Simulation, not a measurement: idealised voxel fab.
process module | voxel fin reveal
cross-section cut | 255 nm wide | cells 5 nm
A cross-section is a grid of square cells, given in bands from the top down. A band is one or more rows of cells.
Each band's line starts with the height of the band's top and of its bottom, in nm. Then come its materials from left to right, each with its width in nm. One material with "throughout" fills the band from edge to edge. "air" is empty space.
Height 0 is the level under which the wafer as received is all one material. The lowest band goes on downwards, as in "0 down".
A width such as "30 to 40" changes by the same amount from each row of cells to the next, from the band's top row to its bottom row.
"no change" after a step means that no cell of the cross-section changed.
closed voids: empty space of 8 cells or more with no open way to the top, each as width x height at its distance from the left edge, in nm
after a step's settings: what the simulator itself notes on the step
overlay nm, on a step with a mask: how far to the right of its planned place the mask lay; to the left if negative
plan
1 op RECEIVE | material Si
2 op CONFORMAL_DEP | material SiN | thk nm 5
3 op PATTERN | tone cover | mask id FINS | material resist | width nm 15 | pitch nm 45 | thk nm 15 | overlay nm 0
4 op DIRECTIONAL_ETCH | etch materials SiN | depth nm 5
5 op DIRECTIONAL_ETCH | etch materials Si | depth nm 30
6 op STRIP | etch materials resist
7 op FILL_DEP | material SiO2 | thk nm 5
8 op CMP | height nm 5
9 op SELECTIVE_ETCH | etch materials SiO2 | depth nm 15
10 op STRIP | etch materials SiN
as received, after step 1
  0 down: Si throughout
  closed voids: none
a wafer at the end: this start, this plan, one mistake
  0 to -10: air 50 | Si 15 | air 30 | Si 15 | air 30 | Si 15 | air 30 | Si 15 | air 55
  -10 to -15: SiO2 35 | air 15 | Si 15 | air 30 | Si 15 | air 30 | Si 15 | air 30 | Si 15 | air 15 | SiO2 40
  -15 to -30: SiO2 50 | Si 15 | SiO2 30 | Si 15 | SiO2 30 | Si 15 | SiO2 30 | Si 15 | SiO2 55
  -30 down: Si throughout
  closed voids: none
what went wrong: steps 9 and 10 were swapped
